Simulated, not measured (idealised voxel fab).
Process module name: voxel capacitor over wiring
It is cross-section cut that appears here, measuring 250 nm in width, its square cells being 5 nm in size.
A cross-section in this document is a grid of square cells, and it is written down as bands, the top band listed before the ones below it; a band is made up of one or more rows of cells. Band: top height; bottom height; in nm. Then, left to right: material with width in nm, for each material. "edge to edge": a single material spanning edge to edge. "air": empty space. Heights are expressed relative to 0, this being the level below which the as-received wafer comprises one material exclusively. The lowest band is unbounded in the downward direction and is denoted as in "0 nm and below". You'd read "30..40" like this: the band's top row of cells is as wide as the first number, its bottom row is as wide as the second, and going down, every row changes width by the same amount as the row before did. "nothing was modified" means the step left every cell of the cross-section as it was. Closed-off voids of 8+ cells (no open route to the top) go in "Listed closed voids", written width x height at distance from the left edge, in nm. after a step's settings: what the simulator itself notes on the step. overlay nm: mask right of planned place by this much (step with mask). Neg. = left. Pairs, read this way: before one process step on the one hand, after it on the other, the after cross-section ending at the lowest band that changed; the step between, settings included, beneath. Same starting wafer throughout, but possibly different runs of this module, so no pair continues from the pair above unless its entry headed "Pre-step profile" says so.
**Pre-step profile**
> 0 nm and below: Si edge to edge
> Listed closed voids: none
**Step Result**
> 10 nm to 0 nm: SiO2 edge to edge
> Below a height of 0, the structure has not been altered.
> Listed closed voids: none
Step linking the sections shown: CONFORMAL_DEP,material SiO2,thk nm 10
Pre-step profile: identical to the post-step cross-section of the immediately preceding pair.
**Step Result**
> 15 nm to 10 nm: TiN edge to edge
> Below a height of 10, the structure has not been altered.
> Listed closed voids: none
Step linking the sections shown: DIRECTIONAL_DEP,material TiN,thk nm 5
Pre-step profile: identical to the post-step cross-section of the immediately preceding pair.
**Step Result**
> 30 nm to 15 nm: W edge to edge
> Below a height of 15, the structure has not been altered.
> Listed closed voids: none
Step linking the sections shown: DIRECTIONAL_DEP,material W,thk nm 15
Pre-step profile: identical to the post-step cross-section of the immediately preceding pair.
**Step Result**
> 45 nm to 30 nm: aC edge to edge
> Below a height of 30, the structure has not been altered.
> Listed closed voids: none
Step linking the sections shown: DIRECTIONAL_DEP,material aC,thk nm 15
Pre-step profile: identical to the post-step cross-section of the immediately preceding pair.
**Step Result**
> 75 nm to 45 nm: air 80; resist 20; air 50; resist 20; air 80
> Below a height of 45, the structure has not been altered.
> Listed closed voids: none
Step linking the sections shown: PATTERN,tone cover,mask id METAL_1,material resist,width nm 20,pitch nm 70,thk nm 30,overlay nm 0
Pre-step profile: identical to the post-step cross-section of the immediately preceding pair.
**Step Result**
> 60 nm to 45 nm: air 80; resist 20; air 50; resist 20; air 80
> 45 nm to 30 nm: air 80; aC 20; air 50; aC 20; air 80
> Below a height of 30, the structure has not been altered.
> Listed closed voids: none
Step linking the sections shown: DIRECTIONAL_ETCH,etch materials aC,depth nm 15
Pre-step profile: identical to the post-step cross-section of the immediately preceding pair.
**Step Result**
> 45 nm to 30 nm: air 80; aC 20; air 50; aC 20; air 80
> Below a height of 30, the structure has not been altered.
> Listed closed voids: none
Step linking the sections shown: STRIP,etch materials resist
Pre-step profile: identical to the post-step cross-section of the immediately preceding pair.
**Step Result**
> 45 nm to 30 nm: air 80; aC 20; air 50; aC 20; air 80
> 30 nm to 15 nm: air 80; W 20; air 50; W 20; air 80
> Below a height of 15, the structure has not been altered.
> Listed closed voids: none
Step linking the sections shown: DIRECTIONAL_ETCH,etch materials W,depth nm 15
Pre-step profile: identical to the post-step cross-section of the immediately preceding pair.
**Step Result**
> 45 nm to 30 nm: air 80; aC 20; air 50; aC 20; air 80
> 30 nm to 15 nm: air 80; W 20; air 50; W 20; air 80
> 15 nm to 10 nm: air 80; TiN 20; air 50; TiN 20; air 80
> Below a height of 10, the structure has not been altered.
> Listed closed voids: none
Step linking the sections shown: DIRECTIONAL_ETCH,etch materials TiN,depth nm 5
Pre-step profile: identical to the post-step cross-section of the immediately preceding pair.
**Step Result**
> 30 nm to 15 nm: air 80; W 20; air 50; W 20; air 80
> Below a height of 15, the structure has not been altered.
> Listed closed voids: none
Step linking the sections shown: STRIP,etch materials aC
Pre-step profile: identical to the post-step cross-section of the immediately preceding pair.
**Step Result**
> 35 nm to 30 nm: lowk edge to edge
> 30 nm to 15 nm: lowk 80; W 20; lowk 50; W 20; lowk 80
> 15 nm to 10 nm: lowk 80; TiN 20; lowk 50; TiN 20; lowk 80
> Below a height of 10, the structure has not been altered.
> Listed closed voids: none
Step linking the sections shown: FILL_DEP,material lowk,thk nm 5
Pre-step profile: identical to the post-step cross-section of the immediately preceding pair.
**Step Result**
> 30 nm to 15 nm: lowk 80; W 20; lowk 50; W 20; lowk 80
> Below a height of 15, the structure has not been altered.
> Listed closed voids: none
Step linking the sections shown: CMP,height nm 30
Pre-step profile: identical to the post-step cross-section of the immediately preceding pair.
**Step Result**
> 35 nm to 30 nm: SiCN edge to edge
> Below a height of 30, the structure has not been altered.
> Listed closed voids: none
Step linking the sections shown: CONFORMAL_DEP,material SiCN,thk nm 5
Pre-step profile: identical to the post-step cross-section of the immediately preceding pair.
**Step Result**
> 45 nm to 35 nm: lowk edge to edge
> Below a height of 35, the structure has not been altered.
> Listed closed voids: none
Step linking the sections shown: DIRECTIONAL_DEP,material lowk,thk nm 10
Pre-step profile: identical to the post-step cross-section of the immediately preceding pair.
**Step Result**
> 60 nm to 45 nm: aC edge to edge
> Below a height of 45, the structure has not been altered.
> Listed closed voids: none
Step linking the sections shown: DIRECTIONAL_DEP,material aC,thk nm 15
Pre-step profile: identical to the post-step cross-section of the immediately preceding pair.
**Step Result**
> 95 nm to 60 nm: resist 85; air 15; resist 150
> Below a height of 60, the structure has not been altered.
> Listed closed voids: none
Step linking the sections shown: PATTERN,tone open,mask id PLUG_1,material resist,width nm 15,thk nm 35,overlay nm 0
Pre-step profile: identical to the post-step cross-section of the immediately preceding pair.
**Step Result**
> 80 nm to 60 nm: resist 85; air 15; resist 150
> 60 nm to 45 nm: aC 85; air 15; aC 150
> Below a height of 45, the structure has not been altered.
> Listed closed voids: none
Step linking the sections shown: DIRECTIONAL_ETCH,etch materials aC,depth nm 15
Pre-step profile: identical to the post-step cross-section of the immediately preceding pair.
**Step Result**
> 60 nm to 45 nm: aC 85; air 15; aC 150
> Below a height of 45, the structure has not been altered.
> Listed closed voids: none
Step linking the sections shown: STRIP,etch materials resist
Pre-step profile: identical to the post-step cross-section of the immediately preceding pair.
**Step Result**
> 60 nm to 45 nm: aC 85; air 15; aC 150
> 45 nm to 35 nm: lowk 85; air 15; lowk 150
> Below a height of 35, the structure has not been altered.
> Listed closed voids: none
Step linking the sections shown: DIRECTIONAL_ETCH,etch materials lowk,depth nm 10
Pre-step profile: identical to the post-step cross-section of the immediately preceding pair.
**Step Result**
> 60 nm to 45 nm: aC 85; air 15; aC 150
> 45 nm to 35 nm: lowk 85; air 15; lowk 150
> 35 nm to 30 nm: SiCN 85; air 15; SiCN 150
> Below a height of 30, the structure has not been altered.
> Listed closed voids: none
Step linking the sections shown: DIRECTIONAL_ETCH,etch materials SiCN,depth nm 5
Pre-step profile: identical to the post-step cross-section of the immediately preceding pair.
**Step Result**
> 45 nm to 35 nm: lowk 85; air 15; lowk 150
> Below a height of 35, the structure has not been altered.
> Listed closed voids: none
Step linking the sections shown: STRIP,etch materials aC
Pre-step profile: identical to the post-step cross-section of the immediately preceding pair.
**Step Result**
> 50 nm to 45 nm: TiN 90; air 5; TiN 155
> 45 nm to 35 nm: lowk 85; TiN 5; air 5; TiN 5; lowk 150
> 35 nm to 30 nm: SiCN 85; TiN 15; SiCN 150
> Below a height of 30, the structure has not been altered.
> Listed closed voids: none
Step linking the sections shown: CONFORMAL_DEP,material TiN,thk nm 5
Pre-step profile: identical to the post-step cross-section of the immediately preceding pair.
**Step Result**
> 60 nm to 50 nm: Ru edge to edge
> 50 nm to 45 nm: TiN 90; Ru 5; TiN 155
> 45 nm to 35 nm: lowk 85; TiN 5; Ru 5; TiN 5; lowk 150
> Below a height of 35, the structure has not been altered.
> Listed closed voids: none
Step linking the sections shown: FILL_DEP,material Ru,thk nm 10
Pre-step profile: identical to the post-step cross-section of the immediately preceding pair.
**Step Result**
> 45 nm to 35 nm: lowk 85; TiN 5; Ru 5; TiN 5; lowk 150
> Below a height of 35, the structure has not been altered.
> Listed closed voids: none
Step linking the sections shown: CMP,height nm 45
Pre-step profile: identical to the post-step cross-section of the immediately preceding pair.
**Step Result**
> 55 nm to 45 nm: TiN edge to edge
> Below a height of 45, the structure has not been altered.
> Listed closed voids: none
Step linking the sections shown: DIRECTIONAL_DEP,material TiN,thk nm 10
Pre-step profile: identical to the post-step cross-section of the immediately preceding pair.
**Step Result**
> 60 nm to 55 nm: Al2O3 edge to edge
> Below a height of 55, the structure has not been altered.
> Listed closed voids: none
Step linking the sections shown: DIRECTIONAL_DEP,material Al2O3,thk nm 5
Pre-step profile: identical to the post-step cross-section of the immediately preceding pair.
**Step Result**
> 65 nm to 60 nm: TiN edge to edge
> Below a height of 60, the structure has not been altered.
> Listed closed voids: none
Step linking the sections shown: DIRECTIONAL_DEP,material TiN,thk nm 5
Pre-step profile: identical to the post-step cross-section of the immediately preceding pair.
**Step Result**
> 85 nm to 65 nm: air 85; resist 55; air 110
> Below a height of 65, the structure has not been altered.
> Listed closed voids: none
Step linking the sections shown: PATTERN,tone cover,mask id UPPER_PLATE,material resist,width nm 55,thk nm 20,overlay nm 0
Pre-step profile: identical to the post-step cross-section of the immediately preceding pair.
**Step Result**
> 85 nm to 65 nm: air 85; resist 55; air 110
> 65 nm to 60 nm: air 85; TiN 55; air 110
> Below a height of 60, the structure has not been altered.
> Listed closed voids: none
Step linking the sections shown: DIRECTIONAL_ETCH,etch materials TiN,depth nm 5
Pre-step profile: identical to the post-step cross-section of the immediately preceding pair.
**Step Result**
> 85 nm to 65 nm: air 85; resist 55; air 110
> 65 nm to 60 nm: air 85; TiN 55; air 110
> 60 nm to 55 nm: air 85; Al2O3 55; air 110
> Below a height of 55, the structure has not been altered.
> Listed closed voids: none
Step linking the sections shown: DIRECTIONAL_ETCH,etch materials Al2O3,depth nm 5
Pre-step profile: identical to the post-step cross-section of the immediately preceding pair.
**Step Result**
> 65 nm to 60 nm: air 85; TiN 55; air 110
> Below a height of 60, the structure has not been altered.
> Listed closed voids: none
Step linking the sections shown: STRIP,etch materials resist
Pre-step profile: identical to the post-step cross-section of the immediately preceding pair.
**Step Result**
> 85 nm to 65 nm: air 80; resist 65; air 105
> 65 nm to 60 nm: air 80; resist 5; TiN 55; resist 5; air 105
> 60 nm to 55 nm: air 80; resist 5; Al2O3 55; resist 5; air 105
> Below a height of 55, the structure has not been altered.
> Listed closed voids: none
Step linking the sections shown: PATTERN,tone cover,mask id LOWER_PLATE,material resist,width nm 65,thk nm 20,overlay nm 0
Pre-step profile: identical to the post-step cross-section of the immediately preceding pair.
**Step Result**
> 85 nm to 65 nm: air 80; resist 65; air 105
> 65 nm to 60 nm: air 80; resist 5; TiN 55; resist 5; air 105
> 60 nm to 55 nm: air 80; resist 5; Al2O3 55; resist 5; air 105
> 55 nm to 45 nm: air 80; TiN 65; air 105
> Below a height of 45, the structure has not been altered.
> Listed closed voids: none
Step linking the sections shown: DIRECTIONAL_ETCH,etch materials TiN,depth nm 10
Pre-step profile: identical to the post-step cross-section of the immediately preceding pair.
**Step Result**
> 65 nm to 60 nm: air 85; TiN 55; air 110
> 60 nm to 55 nm: air 85; Al2O3 55; air 110
> Below a height of 55, the structure has not been altered.
> Listed closed voids: none
Step linking the sections shown: STRIP,etch materials resist
Pre-step profile: identical to the post-step cross-section of the immediately preceding pair.
**Step Result**
> 85 nm to 65 nm: SiO2 edge to edge
> 65 nm to 60 nm: SiO2 85; TiN 55; SiO2 110
> 60 nm to 55 nm: SiO2 85; Al2O3 55; SiO2 110
> 55 nm to 45 nm: SiO2 80; TiN 65; SiO2 105
> Below a height of 45, the structure has not been altered.
> Listed closed voids: none
Step linking the sections shown: FILL_DEP,material SiO2,thk nm 20
Pre-step profile: identical to the post-step cross-section of the immediately preceding pair.
**Step Result**
> 80 nm to 65 nm: SiO2 edge to edge
> Below a height of 65, the structure has not been altered.
> Listed closed voids: none
Step linking the sections shown: CMP,height nm 80
Pre-step profile: identical to the post-step cross-section of the immediately preceding pair.
**Step Result**
> 80 nm to 65 nm: SiO2 95; air 15; SiO2 140
> Below a height of 65, the structure has not been altered.
> Listed closed voids: none
Step linking the sections shown: MASKED_ETCH,tone open,mask id PLUG_2,width nm 15,etch materials SiO2,depth nm 15,overlay nm 0
Pre-step profile: identical to the post-step cross-section of the immediately preceding pair.
**Step Result**
> 85 nm to 80 nm: TiN 100; air 5; TiN 145
> 80 nm to 70 nm: SiO2 95; TiN 5; air 5; TiN 5; SiO2 140
> 70 nm to 60 nm: SiO2 95..85; TiN 15..55; SiO2 140..110
> Below a height of 60, the structure has not been altered.
> Listed closed voids: none
Step linking the sections shown: CONFORMAL_DEP,material TiN,thk nm 5
Pre-step profile: identical to the post-step cross-section of the immediately preceding pair.
**Step Result**
> 90 nm to 85 nm: W edge to edge
> 85 nm to 80 nm: TiN 100; W 5; TiN 145
> 80 nm to 70 nm: SiO2 95; TiN 5; W 5; TiN 5; SiO2 140
> Below a height of 70, the structure has not been altered.
> Listed closed voids: none
Step linking the sections shown: FILL_DEP,material W,thk nm 5
Pre-step profile: identical to the post-step cross-section of the immediately preceding pair.
**Step Result**
> 80 nm to 70 nm: SiO2 95; TiN 5; W 5; TiN 5; SiO2 140
> Below a height of 70, the structure has not been altered.
> Listed closed voids: none
Step linking the sections shown: CMP,height nm 80
Pre-step profile: identical to the post-step cross-section of the immediately preceding pair.
**Step Result**
> 85 nm to 80 nm: SiCN edge to edge
> Below a height of 80, the structure has not been altered.
> Listed closed voids: none
Step linking the sections shown: CONFORMAL_DEP,material SiCN,thk nm 5
**Pre-step profile**
> 55 nm to 45 nm: TiN edge to edge
> 45 nm to 35 nm: lowk 85; TiN 5; Ru 5; TiN 5; lowk 150
> 35 nm to 30 nm: SiCN 85; TiN 15; SiCN 150
> 30 nm to 15 nm: lowk 80; W 20; lowk 50; W 20; lowk 80
> 15 nm to 10 nm: lowk 80; TiN 20; lowk 50; TiN 20; lowk 80
> 10 nm to 0 nm: SiO2 edge to edge
> 0 nm and below: Si edge to edge
> Listed closed voids: none
**Step Result**
> 60 nm to 45 nm: TiN edge to edge
> Below a height of 45, the structure has not been altered.
> Listed closed voids: none
Step linking the sections shown: DIRECTIONAL_DEP,material TiN,thk nm 5
Pre-step profile: identical to the post-step cross-section of the immediately preceding pair.
**Step Result**
> 80 nm to 60 nm: air 85; resist 55; air 110
> Below a height of 60, the structure has not been altered.
> Listed closed voids: none
Step linking the sections shown: PATTERN,tone cover,mask id UPPER_PLATE,material resist,width nm 55,thk nm 20,overlay nm 0
Pre-step profile: identical to the post-step cross-section of the immediately preceding pair.
**Step Result**
> 80 nm to 60 nm: air 85; resist 55; air 110
> 60 nm to 55 nm: air 85; TiN 55; air 110
> Below a height of 55, the structure has not been altered.
> Listed closed voids: none
Step linking the sections shown: DIRECTIONAL_ETCH,etch materials TiN,depth nm 5
Pre-step profile: identical to the post-step cross-section of the immediately preceding pair.
**Step Result**
> 60 nm to 55 nm: air 85; TiN 55; air 110
> Below a height of 55, the structure has not been altered.
> Listed closed voids: none
Step linking the sections shown: STRIP,etch materials resist
Pre-step profile: identical to the post-step cross-section of the immediately preceding pair.
**Step Result**
> 80 nm to 60 nm: air 80; resist 65; air 105
> 60 nm to 55 nm: air 80; resist 5; TiN 55; resist 5; air 105
> Below a height of 55, the structure has not been altered.
> Listed closed voids: none
Step linking the sections shown: PATTERN,tone cover,mask id LOWER_PLATE,material resist,width nm 65,thk nm 20,overlay nm 0
Pre-step profile: identical to the post-step cross-section of the immediately preceding pair.
**Step Result**
> 80 nm to 60 nm: air 80; resist 65; air 105
> 60 nm to 55 nm: air 80; resist 5; TiN 55; resist 5; air 105
> 55 nm to 45 nm: air 80; TiN 65; air 105
> Below a height of 45, the structure has not been altered.
> Listed closed voids: none
Step linking the sections shown: DIRECTIONAL_ETCH,etch materials TiN,depth nm 10
Pre-step profile: identical to the post-step cross-section of the immediately preceding pair.
**Step Result**
> 60 nm to 55 nm: air 85; TiN 55; air 110
> Below a height of 55, the structure has not been altered.
> Listed closed voids: none
Step linking the sections shown: STRIP,etch materials resist
Pre-step profile: identical to the post-step cross-section of the immediately preceding pair.
**Step Result**
> 80 nm to 60 nm: SiO2 edge to edge
> 60 nm to 55 nm: SiO2 85; TiN 55; SiO2 110
> 55 nm to 45 nm: SiO2 80; TiN 65; SiO2 105
> Below a height of 45, the structure has not been altered.
> Listed closed voids: none
Step linking the sections shown: FILL_DEP,material SiO2,thk nm 20
Pre-step profile: identical to the post-step cross-section of the immediately preceding pair.
**Step Result**
> 80 nm to 65 nm: SiO2 95; air 15; SiO2 140
> Below a height of 65, the structure has not been altered.
> Listed closed voids: none
Step linking the sections shown: MASKED_ETCH,tone open,mask id PLUG_2,width nm 15,etch materials SiO2,depth nm 15,overlay nm 0
Pre-step profile: identical to the post-step cross-section of the immediately preceding pair.
**Step Result**
> 85 nm to 80 nm: TiN 100; air 5; TiN 145
> 80 nm to 70 nm: SiO2 95; TiN 5; air 5; TiN 5; SiO2 140
> 70 nm to 65 nm: SiO2 95; TiN 15; SiO2 140
> Below a height of 65, the structure has not been altered.
> Listed closed voids: none
Step linking the sections shown: CONFORMAL_DEP,material TiN,thk nm 5
Pre-step profile: identical to the post-step cross-section of the immediately preceding pair.
**Step Result**
> 90 nm to 85 nm: W edge to edge
> 85 nm to 80 nm: TiN 100; W 5; TiN 145
> 80 nm to 70 nm: SiO2 95; TiN 5; W 5; TiN 5; SiO2 140
> Below a height of 70, the structure has not been altered.
> Listed closed voids: none
Step linking the sections shown: FILL_DEP,material W,thk nm 5
Pre-step profile: identical to the post-step cross-section of the immediately preceding pair.
**Step Result**
> 80 nm to 70 nm: SiO2 95; TiN 5; W 5; TiN 5; SiO2 140
> Below a height of 70, the structure has not been altered.
> Listed closed voids: none
Step linking the sections shown: CMP,height nm 80
Pre-step profile: identical to the post-step cross-section of the immediately preceding pair.
**Step Result**
> 85 nm to 80 nm: SiCN edge to edge
> Below a height of 80, the structure has not been altered.
> Listed closed voids: none
Step linking the sections shown: CONFORMAL_DEP,material SiCN,thk nm 5
**Pre-step profile**
> 60 nm to 45 nm: TiN edge to edge
> 45 nm to 35 nm: lowk 85; TiN 5; Ru 5; TiN 5; lowk 150
> 35 nm to 30 nm: SiCN 85; TiN 15; SiCN 150
> 30 nm to 15 nm: lowk 80; W 20; lowk 50; W 20; lowk 80
> 15 nm to 10 nm: lowk 80; TiN 20; lowk 50; TiN 20; lowk 80
> 10 nm to 0 nm: SiO2 edge to edge
> 0 nm and below: Si edge to edge
> Listed closed voids: none
**Step Result**
> 65 nm to 60 nm: Al2O3 edge to edge
> Below a height of 60, the structure has not been altered.
> Listed closed voids: none
Step linking the sections shown: DIRECTIONAL_DEP,material Al2O3,thk nm 5
Pre-step profile: identical to the post-step cross-section of the immediately preceding pair.
**Step Result**
> 85 nm to 65 nm: air 85; resist 55; air 110
> Below a height of 65, the structure has not been altered.
> Listed closed voids: none
Step linking the sections shown: PATTERN,tone cover,mask id UPPER_PLATE,material resist,width nm 55,thk nm 20,overlay nm 0
Pre-step profile: identical to the post-step cross-section of the immediately preceding pair.
**Step Result**
> 85 nm to 65 nm: air 85; resist 55; air 110
> 65 nm to 60 nm: air 85; Al2O3 55; air 110
> Below a height of 60, the structure has not been altered.
> Listed closed voids: none
Step linking the sections shown: DIRECTIONAL_ETCH,etch materials Al2O3,depth nm 5
Pre-step profile: identical to the post-step cross-section of the immediately preceding pair.
**Step Result**
> 65 nm to 60 nm: air 85; Al2O3 55; air 110
> Below a height of 60, the structure has not been altered.
> Listed closed voids: none
Step linking the sections shown: STRIP,etch materials resist
Pre-step profile: identical to the post-step cross-section of the immediately preceding pair.
**Step Result**
> 85 nm to 65 nm: air 80; resist 65; air 105
> 65 nm to 60 nm: air 80; resist 5; Al2O3 55; resist 5; air 105
> Below a height of 60, the structure has not been altered.
> Listed closed voids: none
Step linking the sections shown: PATTERN,tone cover,mask id LOWER_PLATE,material resist,width nm 65,thk nm 20,overlay nm 0
Pre-step profile: identical to the post-step cross-section of the immediately preceding pair.
**Step Result**
> 85 nm to 65 nm: air 80; resist 65; air 105
> 65 nm to 60 nm: air 80; resist 5; Al2O3 55; resist 5; air 105
> 60 nm to 50 nm: air 80; TiN 65; air 105
> Below a height of 50, the structure has not been altered.
> Listed closed voids: none
Step linking the sections shown: DIRECTIONAL_ETCH,etch materials TiN,depth nm 10
Pre-step profile: identical to the post-step cross-section of the immediately preceding pair.
**Step Result**
> 65 nm to 60 nm: air 85; Al2O3 55; air 110
> Below a height of 60, the structure has not been altered.
> Listed closed voids: none
Step linking the sections shown: STRIP,etch materials resist
Pre-step profile: identical to the post-step cross-section of the immediately preceding pair.
**Step Result**
> 85 nm to 65 nm: SiO2 edge to edge
> 65 nm to 60 nm: SiO2 85; Al2O3 55; SiO2 110
> 60 nm to 50 nm: SiO2 80; TiN 65; SiO2 105
> Below a height of 50, the structure has not been altered.
> Listed closed voids: none
Step linking the sections shown: FILL_DEP,material SiO2,thk nm 20
Pre-step profile: identical to the post-step cross-section of the immediately preceding pair.
**Step Result**
> 80 nm to 65 nm: SiO2 edge to edge
> Below a height of 65, the structure has not been altered.
> Listed closed voids: none
Step linking the sections shown: CMP,height nm 80
Pre-step profile: identical to the post-step cross-section of the immediately preceding pair.
**Step Result**
> 80 nm to 65 nm: SiO2 95; air 15; SiO2 140
> Below a height of 65, the structure has not been altered.
> Listed closed voids: none
Step linking the sections shown: MASKED_ETCH,tone open,mask id PLUG_2,width nm 15,etch materials SiO2,depth nm 15,overlay nm 0
Pre-step profile: identical to the post-step cross-section of the immediately preceding pair.
**Step Result**
> 85 nm to 80 nm: TiN 100; air 5; TiN 145
> 80 nm to 70 nm: SiO2 95; TiN 5; air 5; TiN 5; SiO2 140
> 70 nm to 65 nm: SiO2 95; TiN 15; SiO2 140
> Below a height of 65, the structure has not been altered.
> Listed closed voids: none
Step linking the sections shown: CONFORMAL_DEP,material TiN,thk nm 5
Pre-step profile: identical to the post-step cross-section of the immediately preceding pair.
**Step Result**
> 90 nm to 85 nm: W edge to edge
> 85 nm to 80 nm: TiN 100; W 5; TiN 145
> 80 nm to 70 nm: SiO2 95; TiN 5; W 5; TiN 5; SiO2 140
> Below a height of 70, the structure has not been altered.
> Listed closed voids: none
Step linking the sections shown: FILL_DEP,material W,thk nm 5
Pre-step profile: identical to the post-step cross-section of the immediately preceding pair.
**Step Result**
> 80 nm to 70 nm: SiO2 95; TiN 5; W 5; TiN 5; SiO2 140
> Below a height of 70, the structure has not been altered.
> Listed closed voids: none
Step linking the sections shown: CMP,height nm 80
Pre-step profile: identical to the post-step cross-section of the immediately preceding pair.
**Step Result**
> 85 nm to 80 nm: SiCN edge to edge
> Below a height of 80, the structure has not been altered.
> Listed closed voids: none
Step linking the sections shown: CONFORMAL_DEP,material SiCN,thk nm 5
**Pre-step profile**
> 85 nm to 65 nm: SiO2 edge to edge
> 65 nm to 60 nm: SiO2 85; TiN 55; SiO2 110
> 60 nm to 55 nm: SiO2 85; Al2O3 55; SiO2 110
> 55 nm to 45 nm: SiO2 80; TiN 65; SiO2 105
> 45 nm to 35 nm: lowk 85; TiN 5; Ru 5; TiN 5; lowk 150
> 35 nm to 30 nm: SiCN 85; TiN 15; SiCN 150
> 30 nm to 15 nm: lowk 80; W 20; lowk 50; W 20; lowk 80
> 15 nm to 10 nm: lowk 80; TiN 20; lowk 50; TiN 20; lowk 80
> 10 nm to 0 nm: SiO2 edge to edge
> 0 nm and below: Si edge to edge
> Listed closed voids: none
**Step Result**
> 75 nm to 65 nm: SiO2 edge to edge
> Below a height of 65, the structure has not been altered.
> Listed closed voids: none
Step linking the sections shown: CMP,height nm 75
Pre-step profile: identical to the post-step cross-section of the immediately preceding pair.
**Step Result**
> 75 nm to 65 nm: SiO2 95; air 15; SiO2 140
> Below a height of 65, the structure has not been altered.
> Listed closed voids: none
Step linking the sections shown: MASKED_ETCH,tone open,mask id PLUG_2,width nm 15,etch materials SiO2,depth nm 15,overlay nm 0
Pre-step profile: identical to the post-step cross-section of the immediately preceding pair.
**Step Result**
> 80 nm to 75 nm: TiN 100; air 5; TiN 145
> 75 nm to 70 nm: SiO2 95; TiN 5; air 5; TiN 5; SiO2 140
> 70 nm to 60 nm: SiO2 95..85; TiN 15..55; SiO2 140..110
> Below a height of 60, the structure has not been altered.
> Listed closed voids: none
Step linking the sections shown: CONFORMAL_DEP,material TiN,thk nm 5
Pre-step profile: identical to the post-step cross-section of the immediately preceding pair.
**Step Result**
> 85 nm to 80 nm: W edge to edge
> 80 nm to 75 nm: TiN 100; W 5; TiN 145
> 75 nm to 70 nm: SiO2 95; TiN 5; W 5; TiN 5; SiO2 140
> Below a height of 70, the structure has not been altered.
> Listed closed voids: none
Step linking the sections shown: FILL_DEP,material W,thk nm 5
Pre-step profile: identical to the post-step cross-section of the immediately preceding pair.
**Step Result**
> 80 nm to 75 nm: TiN 100; W 5; TiN 145
> Below a height of 75, the structure has not been altered.
> Listed closed voids: none
Step linking the sections shown: CMP,height nm 80
Pre-step profile: identical to the post-step cross-section of the immediately preceding pair.
**Step Result**
> 85 nm to 80 nm: SiCN edge to edge
> Below a height of 80, the structure has not been altered.
> Listed closed voids: none
Step linking the sections shown: CONFORMAL_DEP,material SiCN,thk nm 5
**Pre-step profile**
> 65 nm to 60 nm: air 85; TiN 55; air 110
> 60 nm to 55 nm: air 85; Al2O3 55; air 110
> 55 nm to 45 nm: TiN edge to edge
> 45 nm to 35 nm: lowk 85; TiN 5; Ru 5; TiN 5; lowk 150
> 35 nm to 30 nm: SiCN 85; TiN 15; SiCN 150
> 30 nm to 15 nm: lowk 80; W 20; lowk 50; W 20; lowk 80
> 15 nm to 10 nm: lowk 80; TiN 20; lowk 50; TiN 20; lowk 80
> 10 nm to 0 nm: SiO2 edge to edge
> 0 nm and below: Si edge to edge
> Listed closed voids: none
**Step Result**
> 85 nm to 65 nm: air 85; resist 60; air 105
> 65 nm to 60 nm: air 85; TiN 55; resist 5; air 105
> 60 nm to 55 nm: air 85; Al2O3 55; resist 5; air 105
> Below a height of 55, the structure has not been altered.
> Listed closed voids: none
Step linking the sections shown: PATTERN,tone cover,mask id LOWER_PLATE,material resist,width nm 60,thk nm 20,overlay nm 0
Pre-step profile: identical to the post-step cross-section of the immediately preceding pair.
**Step Result**
> 85 nm to 65 nm: air 85; resist 60; air 105
> 65 nm to 60 nm: air 85; TiN 55; resist 5; air 105
> 60 nm to 55 nm: air 85; Al2O3 55; resist 5; air 105
> 55 nm to 45 nm: air 85; TiN 60; air 105
> Below a height of 45, the structure has not been altered.
> Listed closed voids: none
Step linking the sections shown: DIRECTIONAL_ETCH,etch materials TiN,depth nm 10
Pre-step profile: identical to the post-step cross-section of the immediately preceding pair.
**Step Result**
> 65 nm to 60 nm: air 85; TiN 55; air 110
> 60 nm to 55 nm: air 85; Al2O3 55; air 110
> Below a height of 55, the structure has not been altered.
> Listed closed voids: none
Step linking the sections shown: STRIP,etch materials resist
Pre-step profile: identical to the post-step cross-section of the immediately preceding pair.
**Step Result**
> 85 nm to 65 nm: SiO2 edge to edge
> 65 nm to 60 nm: SiO2 85; TiN 55; SiO2 110
> 60 nm to 55 nm: SiO2 85; Al2O3 55; SiO2 110
> 55 nm to 45 nm: SiO2 85; TiN 60; SiO2 105
> Below a height of 45, the structure has not been altered.
> Listed closed voids: none
Step linking the sections shown: FILL_DEP,material SiO2,thk nm 20
Pre-step profile: identical to the post-step cross-section of the immediately preceding pair.
**Step Result**
> 80 nm to 65 nm: SiO2 edge to edge
> Below a height of 65, the structure has not been altered.
> Listed closed voids: none
Step linking the sections shown: CMP,height nm 80
Pre-step profile: identical to the post-step cross-section of the immediately preceding pair.
**Step Result**
> 80 nm to 65 nm: SiO2 95; air 15; SiO2 140
> Below a height of 65, the structure has not been altered.
> Listed closed voids: none
Step linking the sections shown: MASKED_ETCH,tone open,mask id PLUG_2,width nm 15,etch materials SiO2,depth nm 15,overlay nm 0
Pre-step profile: identical to the post-step cross-section of the immediately preceding pair.
**Step Result**
> 85 nm to 80 nm: TiN 100; air 5; TiN 145
> 80 nm to 70 nm: SiO2 95; TiN 5; air 5; TiN 5; SiO2 140
> 70 nm to 60 nm: SiO2 95..85; TiN 15..55; SiO2 140..110
> Below a height of 60, the structure has not been altered.
> Listed closed voids: none
Step linking the sections shown: CONFORMAL_DEP,material TiN,thk nm 5
Pre-step profile: identical to the post-step cross-section of the immediately preceding pair.
**Step Result**
> 90 nm to 85 nm: W edge to edge
> 85 nm to 80 nm: TiN 100; W 5; TiN 145
> 80 nm to 70 nm: SiO2 95; TiN 5; W 5; TiN 5; SiO2 140
> Below a height of 70, the structure has not been altered.
> Listed closed voids: none
Step linking the sections shown: FILL_DEP,material W,thk nm 5
Pre-step profile: identical to the post-step cross-section of the immediately preceding pair.
**Step Result**
> 80 nm to 70 nm: SiO2 95; TiN 5; W 5; TiN 5; SiO2 140
> Below a height of 70, the structure has not been altered.
> Listed closed voids: none
Step linking the sections shown: CMP,height nm 80
Pre-step profile: identical to the post-step cross-section of the immediately preceding pair.
**Step Result**
> 85 nm to 80 nm: SiCN edge to edge
> Below a height of 80, the structure has not been altered.
> Listed closed voids: none
Step linking the sections shown: CONFORMAL_DEP,material SiCN,thk nm 5
**Pre-step profile**
> 45 nm to 30 nm: aC edge to edge
> 30 nm to 15 nm: W edge to edge
> 15 nm to 10 nm: TiN edge to edge
> 10 nm to 0 nm: SiO2 edge to edge
> 0 nm and below: Si edge to edge
> Listed closed voids: none
**Step Result**
> 75 nm to 45 nm: air 70; resist 20; air 50; resist 20; air 90
> Below a height of 45, the structure has not been altered.
> Listed closed voids: none
Step linking the sections shown: PATTERN,tone cover,mask id METAL_1,material resist,width nm 20,pitch nm 70,thk nm 30,overlay nm -10
